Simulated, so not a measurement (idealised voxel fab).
process module | voxel wiring stack
cross-section cut | 260 nm wide | cells 5 nm
A cross-section is a grid of square cells, given in bands from the top down. A band is one or more rows of cells.
Each band's line starts with the height of the band's top and of its bottom, in nm. Then come its materials from left to right, each with its width in nm. One material with "throughout" fills the band from edge to edge. "air" is empty space.
Height 0 is the level under which the wafer as received is all one material. The lowest band goes on downwards, as in "0 down".
A width such as "30 to 40" changes by the same amount from each row of cells to the next, from the band's top row to its bottom row.
"no change" after a step means that no cell of the cross-section changed.
closed voids: empty space of 8 cells or more with no open way to the top, each as width x height at its distance from the left edge, in nm
after a step's settings: what the simulator itself notes on the step
overlay nm, on a step with a mask: how far to the right of its planned place the mask lay; to the left if negative
plan
1 op RECEIVE | material Si
2 op CONFORMAL_DEP | material SiO2 | thk nm 15
3 op CONFORMAL_DEP | material SiCN | thk nm 5
4 op DIRECTIONAL_DEP | material lowk | thk nm 20
5 op MASKED_ETCH | tone open | mask id METAL_1 | width nm 25 | pitch nm 50 | etch materials lowk | depth nm 20 | overlay nm 0
6 op MASKED_ETCH | tone open | mask id METAL_1 | width nm 25 | pitch nm 50 | etch materials SiCN | depth nm 5 | overlay nm 0
7 op CONFORMAL_DEP | material TiN | thk nm 5
8 op FILL_DEP | material Cu | thk nm 10
9 op CMP | height nm 40
10 op CONFORMAL_DEP | material SiCN | thk nm 5
11 op DIRECTIONAL_DEP | material lowk | thk nm 15
12 op MASKED_ETCH | tone open | mask id PLUG_1 | width nm 15 | pitch nm 100 | etch materials lowk | depth nm 15 | overlay nm 0
13 op MASKED_ETCH | tone open | mask id PLUG_1 | width nm 15 | pitch nm 100 | etch materials SiCN | depth nm 5 | overlay nm 0
14 op EPI | material Ru | thk nm 10
15 op EPI | material Ru | thk nm 10
16 op CONFORMAL_DEP | material SiCN | thk nm 5
17 op DIRECTIONAL_DEP | material SiO2 | thk nm 25
18 op DIRECTIONAL_DEP | material aC | thk nm 15
19 op PATTERN | tone open | mask id METAL_2 | material resist | width nm 25 | pitch nm 50 | thk nm 30 | overlay nm 0
20 op DIRECTIONAL_ETCH | etch materials aC | depth nm 15
21 op STRIP | etch materials resist
22 op DIRECTIONAL_ETCH | etch materials SiO2 | depth nm 25
23 op DIRECTIONAL_ETCH | etch materials SiCN | depth nm 5
24 op STRIP | etch materials aC
25 op CONFORMAL_DEP | material TiN | thk nm 5
26 op FILL_DEP | material Cu | thk nm 5
27 op CMP | height nm 90
28 op CONFORMAL_DEP | material SiCN | thk nm 5
29 op DIRECTIONAL_DEP | material SiO2 | thk nm 15
30 op DIRECTIONAL_DEP | material aC | thk nm 15
31 op PATTERN | tone open | mask id PLUG_2 | material resist | width nm 15 | pitch nm 50 | thk nm 30 | overlay nm 0
32 op DIRECTIONAL_ETCH | etch materials aC | depth nm 15
33 op STRIP | etch materials resist
34 op DIRECTIONAL_ETCH | etch materials SiO2 | depth nm 15
35 op DIRECTIONAL_ETCH | etch materials SiCN | depth nm 5
36 op STRIP | etch materials aC
37 op CONFORMAL_DEP | material TiN | thk nm 5
38 op FILL_DEP | material Cu | thk nm 10
39 op CMP | height nm 110
40 op DIRECTIONAL_DEP | material TiN | thk nm 5
41 op DIRECTIONAL_DEP | material Ru | thk nm 20
42 op PATTERN | tone cover | mask id METAL_3 | material resist | width nm 25 | pitch nm 50 | thk nm 15 | overlay nm 0
43 op DIRECTIONAL_ETCH | etch materials Ru | depth nm 20
44 op DIRECTIONAL_ETCH | etch materials TiN | depth nm 5
45 op STRIP | etch materials resist
46 op FILL_DEP | material lowk | thk nm 5
47 op CMP | height nm 135
48 op CONFORMAL_DEP | material SiCN | thk nm 5
49 op DIRECTIONAL_DEP | material lowk | thk nm 20
50 op MASKED_ETCH | tone open | mask id PLUG_3 | width nm 15 | pitch nm 50 | etch materials lowk | depth nm 20 | overlay nm 0
51 op MASKED_ETCH | tone open | mask id PLUG_3 | width nm 15 | pitch nm 50 | etch materials SiCN | depth nm 5 | overlay nm 0
52 op EPI | material Ru | thk nm 10
53 op EPI | material Ru | thk nm 10
54 op EPI | material Ru | thk nm 5
55 op CONFORMAL_DEP | material SiCN | thk nm 5
56 op DIRECTIONAL_DEP | material lowk | thk nm 15
57 op PATTERN | tone open | mask id METAL_4 | material resist | width nm 25 | pitch nm 50 | thk nm 15 | overlay nm 0
58 op DIRECTIONAL_ETCH | etch materials lowk | depth nm 15
59 op DIRECTIONAL_ETCH | etch materials SiCN | depth nm 5
60 op STRIP | etch materials resist
61 op CONFORMAL_DEP | material TiN | thk nm 5
62 op FILL_DEP | material Ru | thk nm 5
63 op CMP | height nm 180
64 op CONFORMAL_DEP | material SiCN | thk nm 5
first wafer, as planned
as received, after step 1
  0 down: Si throughout
  closed voids: none
after step 2
  15 to 0: SiO2 throughout
  below 0: unchanged
after step 3
  20 to 15: SiCN throughout
  below 15: unchanged
after step 4
  40 to 20: lowk throughout
  below 20: unchanged
after step 5
  40 to 20: lowk 40 | air 25 | lowk 25 | air 25 | lowk 25 | air 25 | lowk 25 | air 25 | lowk 45
  below 20: unchanged
after step 6
  40 to 20: lowk 40 | air 25 | lowk 25 | air 25 | lowk 25 | air 25 | lowk 25 | air 25 | lowk 45
  20 to 15: SiCN 40 | air 25 | SiCN 25 | air 25 | SiCN 25 | air 25 | SiCN 25 | air 25 | SiCN 45
  below 15: unchanged
after step 7
  45 to 40: TiN 45 | air 15 | TiN 35 | air 15 | TiN 35 | air 15 | TiN 35 | air 15 | TiN 50
  40 to 20: lowk 40 | TiN 5 | air 15 | TiN 5 | lowk 25 | TiN 5 | air 15 | TiN 5 | lowk 25 | TiN 5 | air 15 | TiN 5 | lowk 25 | TiN 5 | air 15 | TiN 5 | lowk 45
  20 to 15: SiCN 40 | TiN 25 | SiCN 25 | TiN 25 | SiCN 25 | TiN 25 | SiCN 25 | TiN 25 | SiCN 45
  below 15: unchanged
after step 8
  55 to 45: Cu throughout
  45 to 40: TiN 45 | Cu 15 | TiN 35 | Cu 15 | TiN 35 | Cu 15 | TiN 35 | Cu 15 | TiN 50
  40 to 20: lowk 40 | TiN 5 | Cu 15 | TiN 5 | lowk 25 | TiN 5 | Cu 15 | TiN 5 | lowk 25 | TiN 5 | Cu 15 | TiN 5 | lowk 25 | TiN 5 | Cu 15 | TiN 5 | lowk 45
  below 20: unchanged
after step 9
  40 to 20: lowk 40 | TiN 5 | Cu 15 | TiN 5 | lowk 25 | TiN 5 | Cu 15 | TiN 5 | lowk 25 | TiN 5 | Cu 15 | TiN 5 | lowk 25 | TiN 5 | Cu 15 | TiN 5 | lowk 45
  below 20: unchanged
after step 10
  45 to 40: SiCN throughout
  below 40: unchanged
after step 11
  60 to 45: lowk throughout
  below 45: unchanged
after step 12
  60 to 45: lowk 40 | air 15 | lowk 85 | air 15 | lowk 105
  below 45: unchanged
after step 13
  60 to 45: lowk 40 | air 15 | lowk 85 | air 15 | lowk 105
  45 to 40: SiCN 40 | air 15 | SiCN 85 | air 15 | SiCN 105
  below 40: unchanged
after step 14
  60 to 50: lowk 40 | air 15 | lowk 85 | air 15 | lowk 105
  50 to 45: lowk 40 | Ru 15 | lowk 85 | Ru 15 | lowk 105
  45 to 40: SiCN 40 | Ru 15 | SiCN 85 | Ru 15 | SiCN 105
  below 40: unchanged
after step 15
  60 to 45: lowk 40 | Ru 15 | lowk 85 | Ru 15 | lowk 105
  below 45: unchanged
after step 16
  65 to 60: SiCN throughout
  below 60: unchanged
after step 17
  90 to 65: SiO2 throughout
  below 65: unchanged
after step 18
  105 to 90: aC throughout
  below 90: unchanged
after step 19
  135 to 105: resist 40 | air 25 | resist 25 | air 25 | resist 25 | air 25 | resist 25 | air 25 | resist 45
  below 105: unchanged
after step 20
  120 to 105: resist 40 | air 25 | resist 25 | air 25 | resist 25 | air 25 | resist 25 | air 25 | resist 45
  105 to 90: aC 40 | air 25 | aC 25 | air 25 | aC 25 | air 25 | aC 25 | air 25 | aC 45
  below 90: unchanged
after step 21
  105 to 90: aC 40 | air 25 | aC 25 | air 25 | aC 25 | air 25 | aC 25 | air 25 | aC 45
  below 90: unchanged
after step 22
  105 to 90: aC 40 | air 25 | aC 25 | air 25 | aC 25 | air 25 | aC 25 | air 25 | aC 45
  90 to 65: SiO2 40 | air 25 | SiO2 25 | air 25 | SiO2 25 | air 25 | SiO2 25 | air 25 | SiO2 45
  below 65: unchanged
after step 23
  105 to 90: aC 40 | air 25 | aC 25 | air 25 | aC 25 | air 25 | aC 25 | air 25 | aC 45
  90 to 65: SiO2 40 | air 25 | SiO2 25 | air 25 | SiO2 25 | air 25 | SiO2 25 | air 25 | SiO2 45
  65 to 60: SiCN 40 | air 25 | SiCN 25 | air 25 | SiCN 25 | air 25 | SiCN 25 | air 25 | SiCN 45
  below 60: unchanged
after step 24
  90 to 65: SiO2 40 | air 25 | SiO2 25 | air 25 | SiO2 25 | air 25 | SiO2 25 | air 25 | SiO2 45
  below 65: unchanged
after step 25
  95 to 90: TiN 45 | air 15 | TiN 35 | air 15 | TiN 35 | air 15 | TiN 35 | air 15 | TiN 50
  90 to 65: SiO2 40 | TiN 5 | air 15 | TiN 5 | SiO2 25 | TiN 5 | air 15 | TiN 5 | SiO2 25 | TiN 5 | air 15 | TiN 5 | SiO2 25 | TiN 5 | air 15 | TiN 5 | SiO2 45
  65 to 60: SiCN 40 | TiN 25 | SiCN 25 | TiN 25 | SiCN 25 | TiN 25 | SiCN 25 | TiN 25 | SiCN 45
  below 60: unchanged
after step 26
  100 to 95: Cu throughout
  95 to 90: TiN 45 | Cu 15 | TiN 35 | Cu 15 | TiN 35 | Cu 15 | TiN 35 | Cu 15 | TiN 50
  90 to 65: SiO2 40 | TiN 5 | Cu 15 | TiN 5 | SiO2 25 | TiN 5 | Cu 15 | TiN 5 | SiO2 25 | TiN 5 | Cu 15 | TiN 5 | SiO2 25 | TiN 5 | Cu 15 | TiN 5 | SiO2 45
  below 65: unchanged
after step 27
  90 to 65: SiO2 40 | TiN 5 | Cu 15 | TiN 5 | SiO2 25 | TiN 5 | Cu 15 | TiN 5 | SiO2 25 | TiN 5 | Cu 15 | TiN 5 | SiO2 25 | TiN 5 | Cu 15 | TiN 5 | SiO2 45
  below 65: unchanged
after step 28
  95 to 90: SiCN throughout
  below 90: unchanged
after step 29
  110 to 95: SiO2 throughout
  below 95: unchanged
after step 30
  125 to 110: aC throughout
  below 110: unchanged
after step 31
  155 to 125: resist 40 | air 15 | resist 35 | air 15 | resist 35 | air 15 | resist 35 | air 15 | resist 55
  below 125: unchanged
after step 32
  140 to 125: resist 40 | air 15 | resist 35 | air 15 | resist 35 | air 15 | resist 35 | air 15 | resist 55
  125 to 110: aC 40 | air 15 | aC 35 | air 15 | aC 35 | air 15 | aC 35 | air 15 | aC 55
  below 110: unchanged
after step 33
  125 to 110: aC 40 | air 15 | aC 35 | air 15 | aC 35 | air 15 | aC 35 | air 15 | aC 55
  below 110: unchanged
after step 34
  125 to 110: aC 40 | air 15 | aC 35 | air 15 | aC 35 | air 15 | aC 35 | air 15 | aC 55
  110 to 95: SiO2 40 | air 15 | SiO2 35 | air 15 | SiO2 35 | air 15 | SiO2 35 | air 15 | SiO2 55
  below 95: unchanged
after step 35
  125 to 110: aC 40 | air 15 | aC 35 | air 15 | aC 35 | air 15 | aC 35 | air 15 | aC 55
  110 to 95: SiO2 40 | air 15 | SiO2 35 | air 15 | SiO2 35 | air 15 | SiO2 35 | air 15 | SiO2 55
  95 to 90: SiCN 40 | air 15 | SiCN 35 | air 15 | SiCN 35 | air 15 | SiCN 35 | air 15 | SiCN 55
  below 90: unchanged
after step 36
  110 to 95: SiO2 40 | air 15 | SiO2 35 | air 15 | SiO2 35 | air 15 | SiO2 35 | air 15 | SiO2 55
  below 95: unchanged
after step 37
  115 to 110: TiN 45 | air 5 | TiN 45 | air 5 | TiN 45 | air 5 | TiN 45 | air 5 | TiN 60
  110 to 95: SiO2 40 | TiN 5 | air 5 | TiN 5 | SiO2 35 | TiN 5 | air 5 | TiN 5 | SiO2 35 | TiN 5 | air 5 | TiN 5 | SiO2 35 | TiN 5 | air 5 | TiN 5 | SiO2 55
  95 to 90: SiCN 40 | TiN 15 | SiCN 35 | TiN 15 | SiCN 35 | TiN 15 | SiCN 35 | TiN 15 | SiCN 55
  below 90: unchanged
after step 38
  125 to 115: Cu throughout
  115 to 110: TiN 45 | Cu 5 | TiN 45 | Cu 5 | TiN 45 | Cu 5 | TiN 45 | Cu 5 | TiN 60
  110 to 95: SiO2 40 | TiN 5 | Cu 5 | TiN 5 | SiO2 35 | TiN 5 | Cu 5 | TiN 5 | SiO2 35 | TiN 5 | Cu 5 | TiN 5 | SiO2 35 | TiN 5 | Cu 5 | TiN 5 | SiO2 55
  below 95: unchanged
after step 39
  110 to 95: SiO2 40 | TiN 5 | Cu 5 | TiN 5 | SiO2 35 | TiN 5 | Cu 5 | TiN 5 | SiO2 35 | TiN 5 | Cu 5 | TiN 5 | SiO2 35 | TiN 5 | Cu 5 | TiN 5 | SiO2 55
  below 95: unchanged
after step 40
  115 to 110: TiN throughout
  below 110: unchanged
after step 41
  135 to 115: Ru throughout
  below 115: unchanged
after step 42
  150 to 135: air 40 | resist 25 | air 25 | resist 25 | air 25 | resist 25 | air 25 | resist 25 | air 45
  below 135: unchanged
after step 43
  150 to 135: air 40 | resist 25 | air 25 | resist 25 | air 25 | resist 25 | air 25 | resist 25 | air 45
  135 to 115: air 40 | Ru 25 | air 25 | Ru 25 | air 25 | Ru 25 | air 25 | Ru 25 | air 45
  below 115: unchanged
after step 44
  150 to 135: air 40 | resist 25 | air 25 | resist 25 | air 25 | resist 25 | air 25 | resist 25 | air 45
  135 to 115: air 40 | Ru 25 | air 25 | Ru 25 | air 25 | Ru 25 | air 25 | Ru 25 | air 45
  115 to 110: air 40 | TiN 25 | air 25 | TiN 25 | air 25 | TiN 25 | air 25 | TiN 25 | air 45
  below 110: unchanged
after step 45
  135 to 115: air 40 | Ru 25 | air 25 | Ru 25 | air 25 | Ru 25 | air 25 | Ru 25 | air 45
  below 115: unchanged
after step 46
  140 to 135: lowk throughout
  135 to 115: lowk 40 | Ru 25 | lowk 25 | Ru 25 | lowk 25 | Ru 25 | lowk 25 | Ru 25 | lowk 45
  115 to 110: lowk 40 | TiN 25 | lowk 25 | TiN 25 | lowk 25 | TiN 25 | lowk 25 | TiN 25 | lowk 45
  below 110: unchanged
after step 47
  135 to 115: lowk 40 | Ru 25 | lowk 25 | Ru 25 | lowk 25 | Ru 25 | lowk 25 | Ru 25 | lowk 45
  below 115: unchanged
after step 48
  140 to 135: SiCN throughout
  below 135: unchanged
after step 49
  160 to 140: lowk throughout
  below 140: unchanged
after step 50
  160 to 140: lowk 40 | air 15 | lowk 35 | air 15 | lowk 35 | air 15 | lowk 35 | air 15 | lowk 55
  below 140: unchanged
after step 51
  160 to 140: lowk 40 | air 15 | lowk 35 | air 15 | lowk 35 | air 15 | lowk 35 | air 15 | lowk 55
  140 to 135: SiCN 40 | air 15 | SiCN 35 | air 15 | SiCN 35 | air 15 | SiCN 35 | air 15 | SiCN 55
  below 135: unchanged
after step 52
  160 to 145: lowk 40 | air 15 | lowk 35 | air 15 | lowk 35 | air 15 | lowk 35 | air 15 | lowk 55
  145 to 140: lowk 40 | Ru 15 | lowk 35 | Ru 15 | lowk 35 | Ru 15 | lowk 35 | Ru 15 | lowk 55
  140 to 135: SiCN 40 | Ru 15 | SiCN 35 | Ru 15 | SiCN 35 | Ru 15 | SiCN 35 | Ru 15 | SiCN 55
  below 135: unchanged
after step 53
  160 to 155: lowk 40 | air 15 | lowk 35 | air 15 | lowk 35 | air 15 | lowk 35 | air 15 | lowk 55
  155 to 140: lowk 40 | Ru 15 | lowk 35 | Ru 15 | lowk 35 | Ru 15 | lowk 35 | Ru 15 | lowk 55
  below 140: unchanged
after step 54
  160 to 140: lowk 40 | Ru 15 | lowk 35 | Ru 15 | lowk 35 | Ru 15 | lowk 35 | Ru 15 | lowk 55
  below 140: unchanged
after step 55
  165 to 160: SiCN throughout
  below 160: unchanged
after step 56
  180 to 165: lowk throughout
  below 165: unchanged
after step 57
  195 to 180: resist 40 | air 25 | resist 25 | air 25 | resist 25 | air 25 | resist 25 | air 25 | resist 45
  below 180: unchanged
after step 58
  195 to 180: resist 40 | air 25 | resist 25 | air 25 | resist 25 | air 25 | resist 25 | air 25 | resist 45
  180 to 165: lowk 40 | air 25 | lowk 25 | air 25 | lowk 25 | air 25 | lowk 25 | air 25 | lowk 45
  below 165: unchanged
after step 59
  195 to 180: resist 40 | air 25 | resist 25 | air 25 | resist 25 | air 25 | resist 25 | air 25 | resist 45
  180 to 165: lowk 40 | air 25 | lowk 25 | air 25 | lowk 25 | air 25 | lowk 25 | air 25 | lowk 45
  165 to 160: SiCN 40 | air 25 | SiCN 25 | air 25 | SiCN 25 | air 25 | SiCN 25 | air 25 | SiCN 45
  below 160: unchanged
after step 60
  180 to 165: lowk 40 | air 25 | lowk 25 | air 25 | lowk 25 | air 25 | lowk 25 | air 25 | lowk 45
  below 165: unchanged
after step 61
  185 to 180: TiN 45 | air 15 | TiN 35 | air 15 | TiN 35 | air 15 | TiN 35 | air 15 | TiN 50
  180 to 165: lowk 40 | TiN 5 | air 15 | TiN 5 | lowk 25 | TiN 5 | air 15 | TiN 5 | lowk 25 | TiN 5 | air 15 | TiN 5 | lowk 25 | TiN 5 | air 15 | TiN 5 | lowk 45
  165 to 160: SiCN 40 | TiN 25 | SiCN 25 | TiN 25 | SiCN 25 | TiN 25 | SiCN 25 | TiN 25 | SiCN 45
  below 160: unchanged
after step 62
  190 to 185: Ru throughout
  185 to 180: TiN 45 | Ru 15 | TiN 35 | Ru 15 | TiN 35 | Ru 15 | TiN 35 | Ru 15 | TiN 50
  180 to 165: lowk 40 | TiN 5 | Ru 15 | TiN 5 | lowk 25 | TiN 5 | Ru 15 | TiN 5 | lowk 25 | TiN 5 | Ru 15 | TiN 5 | lowk 25 | TiN 5 | Ru 15 | TiN 5 | lowk 45
  below 165: unchanged
after step 63
  180 to 165: lowk 40 | TiN 5 | Ru 15 | TiN 5 | lowk 25 | TiN 5 | Ru 15 | TiN 5 | lowk 25 | TiN 5 | Ru 15 | TiN 5 | lowk 25 | TiN 5 | Ru 15 | TiN 5 | lowk 45
  below 165: unchanged
after step 64
  185 to 180: SiCN throughout
  below 180: unchanged
second wafer: like start, like plan, one mistake. Through step 24 it matches the first wafer
when step 25 should have ended
  95 to 65: SiO2 45 | air 15 | SiO2 35 | air 15 | SiO2 35 | air 15 | SiO2 35 | air 15 | SiO2 50
  65 to 60: SiCN 40 | SiO2 25 | SiCN 25 | SiO2 25 | SiCN 25 | SiO2 25 | SiCN 25 | SiO2 25 | SiCN 45
  below 60: unchanged
when step 26 should have ended
  100 to 95: Cu throughout
  95 to 65: SiO2 45 | Cu 15 | SiO2 35 | Cu 15 | SiO2 35 | Cu 15 | SiO2 35 | Cu 15 | SiO2 50
  below 65: unchanged
when step 27 should have ended
  90 to 65: SiO2 45 | Cu 15 | SiO2 35 | Cu 15 | SiO2 35 | Cu 15 | SiO2 35 | Cu 15 | SiO2 50
  below 65: unchanged
when step 28 should have ended
  95 to 90: SiCN throughout
  below 90: unchanged
when step 29 should have ended
  110 to 95: SiO2 throughout
  below 95: unchanged
when step 30 should have ended
  125 to 110: aC throughout
  below 110: unchanged
when step 31 should have ended
  155 to 125: resist 40 | air 15 | resist 35 | air 15 | resist 35 | air 15 | resist 35 | air 15 | resist 55
  below 125: unchanged
when step 32 should have ended
  140 to 125: resist 40 | air 15 | resist 35 | air 15 | resist 35 | air 15 | resist 35 | air 15 | resist 55
  125 to 110: aC 40 | air 15 | aC 35 | air 15 | aC 35 | air 15 | aC 35 | air 15 | aC 55
  below 110: unchanged
when step 33 should have ended
  125 to 110: aC 40 | air 15 | aC 35 | air 15 | aC 35 | air 15 | aC 35 | air 15 | aC 55
  below 110: unchanged
when step 34 should have ended
  125 to 110: aC 40 | air 15 | aC 35 | air 15 | aC 35 | air 15 | aC 35 | air 15 | aC 55
  110 to 95: SiO2 40 | air 15 | SiO2 35 | air 15 | SiO2 35 | air 15 | SiO2 35 | air 15 | SiO2 55
  below 95: unchanged
when step 35 should have ended
  125 to 110: aC 40 | air 15 | aC 35 | air 15 | aC 35 | air 15 | aC 35 | air 15 | aC 55
  110 to 95: SiO2 40 | air 15 | SiO2 35 | air 15 | SiO2 35 | air 15 | SiO2 35 | air 15 | SiO2 55
  95 to 90: SiCN 40 | air 15 | SiCN 35 | air 15 | SiCN 35 | air 15 | SiCN 35 | air 15 | SiCN 55
  below 90: unchanged
when step 36 should have ended
  110 to 95: SiO2 40 | air 15 | SiO2 35 | air 15 | SiO2 35 | air 15 | SiO2 35 | air 15 | SiO2 55
  below 95: unchanged
when step 37 should have ended
  115 to 110: TiN 45 | air 5 | TiN 45 | air 5 | TiN 45 | air 5 | TiN 45 | air 5 | TiN 60
  110 to 95: SiO2 40 | TiN 5 | air 5 | TiN 5 | SiO2 35 | TiN 5 | air 5 | TiN 5 | SiO2 35 | TiN 5 | air 5 | TiN 5 | SiO2 35 | TiN 5 | air 5 | TiN 5 | SiO2 55
  95 to 90: SiCN 40 | TiN 15 | SiCN 35 | TiN 15 | SiCN 35 | TiN 15 | SiCN 35 | TiN 15 | SiCN 55
  below 90: unchanged
when step 38 should have ended
  125 to 115: Cu throughout
  115 to 110: TiN 45 | Cu 5 | TiN 45 | Cu 5 | TiN 45 | Cu 5 | TiN 45 | Cu 5 | TiN 60
  110 to 95: SiO2 40 | TiN 5 | Cu 5 | TiN 5 | SiO2 35 | TiN 5 | Cu 5 | TiN 5 | SiO2 35 | TiN 5 | Cu 5 | TiN 5 | SiO2 35 | TiN 5 | Cu 5 | TiN 5 | SiO2 55
  below 95: unchanged
when step 39 should have ended
  110 to 95: SiO2 40 | TiN 5 | Cu 5 | TiN 5 | SiO2 35 | TiN 5 | Cu 5 | TiN 5 | SiO2 35 | TiN 5 | Cu 5 | TiN 5 | SiO2 35 | TiN 5 | Cu 5 | TiN 5 | SiO2 55
  below 95: unchanged
when step 40 should have ended
  115 to 110: TiN throughout
  below 110: unchanged
when step 41 should have ended
  135 to 115: Ru throughout
  below 115: unchanged
when step 42 should have ended
  150 to 135: air 40 | resist 25 | air 25 | resist 25 | air 25 | resist 25 | air 25 | resist 25 | air 45
  below 135: unchanged
when step 43 should have ended
  150 to 135: air 40 | resist 25 | air 25 | resist 25 | air 25 | resist 25 | air 25 | resist 25 | air 45
  135 to 115: air 40 | Ru 25 | air 25 | Ru 25 | air 25 | Ru 25 | air 25 | Ru 25 | air 45
  below 115: unchanged
when step 44 should have ended
  150 to 135: air 40 | resist 25 | air 25 | resist 25 | air 25 | resist 25 | air 25 | resist 25 | air 45
  135 to 115: air 40 | Ru 25 | air 25 | Ru 25 | air 25 | Ru 25 | air 25 | Ru 25 | air 45
  115 to 110: air 40 | TiN 25 | air 25 | TiN 25 | air 25 | TiN 25 | air 25 | TiN 25 | air 45
  below 110: unchanged
when step 45 should have ended
  135 to 115: air 40 | Ru 25 | air 25 | Ru 25 | air 25 | Ru 25 | air 25 | Ru 25 | air 45
  below 115: unchanged
when step 46 should have ended
  140 to 135: lowk throughout
  135 to 115: lowk 40 | Ru 25 | lowk 25 | Ru 25 | lowk 25 | Ru 25 | lowk 25 | Ru 25 | lowk 45
  115 to 110: lowk 40 | TiN 25 | lowk 25 | TiN 25 | lowk 25 | TiN 25 | lowk 25 | TiN 25 | lowk 45
  below 110: unchanged
when step 47 should have ended
  135 to 115: lowk 40 | Ru 25 | lowk 25 | Ru 25 | lowk 25 | Ru 25 | lowk 25 | Ru 25 | lowk 45
  below 115: unchanged
when step 48 should have ended
  140 to 135: SiCN throughout
  below 135: unchanged
when step 49 should have ended
  160 to 140: lowk throughout
  below 140: unchanged
when step 50 should have ended
  160 to 140: lowk 40 | air 15 | lowk 35 | air 15 | lowk 35 | air 15 | lowk 35 | air 15 | lowk 55
  below 140: unchanged
when step 51 should have ended
  160 to 140: lowk 40 | air 15 | lowk 35 | air 15 | lowk 35 | air 15 | lowk 35 | air 15 | lowk 55
  140 to 135: SiCN 40 | air 15 | SiCN 35 | air 15 | SiCN 35 | air 15 | SiCN 35 | air 15 | SiCN 55
  below 135: unchanged
when step 52 should have ended
  160 to 145: lowk 40 | air 15 | lowk 35 | air 15 | lowk 35 | air 15 | lowk 35 | air 15 | lowk 55
  145 to 140: lowk 40 | Ru 15 | lowk 35 | Ru 15 | lowk 35 | Ru 15 | lowk 35 | Ru 15 | lowk 55
  140 to 135: SiCN 40 | Ru 15 | SiCN 35 | Ru 15 | SiCN 35 | Ru 15 | SiCN 35 | Ru 15 | SiCN 55
  below 135: unchanged
when step 53 should have ended
  160 to 155: lowk 40 | air 15 | lowk 35 | air 15 | lowk 35 | air 15 | lowk 35 | air 15 | lowk 55
  155 to 140: lowk 40 | Ru 15 | lowk 35 | Ru 15 | lowk 35 | Ru 15 | lowk 35 | Ru 15 | lowk 55
  below 140: unchanged
when step 54 should have ended
  160 to 140: lowk 40 | Ru 15 | lowk 35 | Ru 15 | lowk 35 | Ru 15 | lowk 35 | Ru 15 | lowk 55
  below 140: unchanged
when step 55 should have ended
  165 to 160: SiCN throughout
  below 160: unchanged
when step 56 should have ended
  180 to 165: lowk throughout
  below 165: unchanged
when step 57 should have ended
  195 to 180: resist 40 | air 25 | resist 25 | air 25 | resist 25 | air 25 | resist 25 | air 25 | resist 45
  below 180: unchanged
when step 58 should have ended
  195 to 180: resist 40 | air 25 | resist 25 | air 25 | resist 25 | air 25 | resist 25 | air 25 | resist 45
  180 to 165: lowk 40 | air 25 | lowk 25 | air 25 | lowk 25 | air 25 | lowk 25 | air 25 | lowk 45
  below 165: unchanged
when step 59 should have ended
  195 to 180: resist 40 | air 25 | resist 25 | air 25 | resist 25 | air 25 | resist 25 | air 25 | resist 45
  180 to 165: lowk 40 | air 25 | lowk 25 | air 25 | lowk 25 | air 25 | lowk 25 | air 25 | lowk 45
  165 to 160: SiCN 40 | air 25 | SiCN 25 | air 25 | SiCN 25 | air 25 | SiCN 25 | air 25 | SiCN 45
  below 160: unchanged
when step 60 should have ended
  180 to 165: lowk 40 | air 25 | lowk 25 | air 25 | lowk 25 | air 25 | lowk 25 | air 25 | lowk 45
  below 165: unchanged
when step 61 should have ended
  185 to 180: TiN 45 | air 15 | TiN 35 | air 15 | TiN 35 | air 15 | TiN 35 | air 15 | TiN 50
  180 to 165: lowk 40 | TiN 5 | air 15 | TiN 5 | lowk 25 | TiN 5 | air 15 | TiN 5 | lowk 25 | TiN 5 | air 15 | TiN 5 | lowk 25 | TiN 5 | air 15 | TiN 5 | lowk 45
  165 to 160: SiCN 40 | TiN 25 | SiCN 25 | TiN 25 | SiCN 25 | TiN 25 | SiCN 25 | TiN 25 | SiCN 45
  below 160: unchanged
when step 62 should have ended
  190 to 185: Ru throughout
  185 to 180: TiN 45 | Ru 15 | TiN 35 | Ru 15 | TiN 35 | Ru 15 | TiN 35 | Ru 15 | TiN 50
  180 to 165: lowk 40 | TiN 5 | Ru 15 | TiN 5 | lowk 25 | TiN 5 | Ru 15 | TiN 5 | lowk 25 | TiN 5 | Ru 15 | TiN 5 | lowk 25 | TiN 5 | Ru 15 | TiN 5 | lowk 45
  below 165: unchanged
when step 63 should have ended
  180 to 165: lowk 40 | TiN 5 | Ru 15 | TiN 5 | lowk 25 | TiN 5 | Ru 15 | TiN 5 | lowk 25 | TiN 5 | Ru 15 | TiN 5 | lowk 25 | TiN 5 | Ru 15 | TiN 5 | lowk 45
  below 165: unchanged
when step 64 should have ended
  185 to 180: SiCN throughout
  below 180: unchanged
what went wrong: step 25 ran as: op CONFORMAL_DEP | material SiO2 | thk nm 5
at the end the second wafer has, in cells: 60 more of SiO2 | 60 fewer of TiN
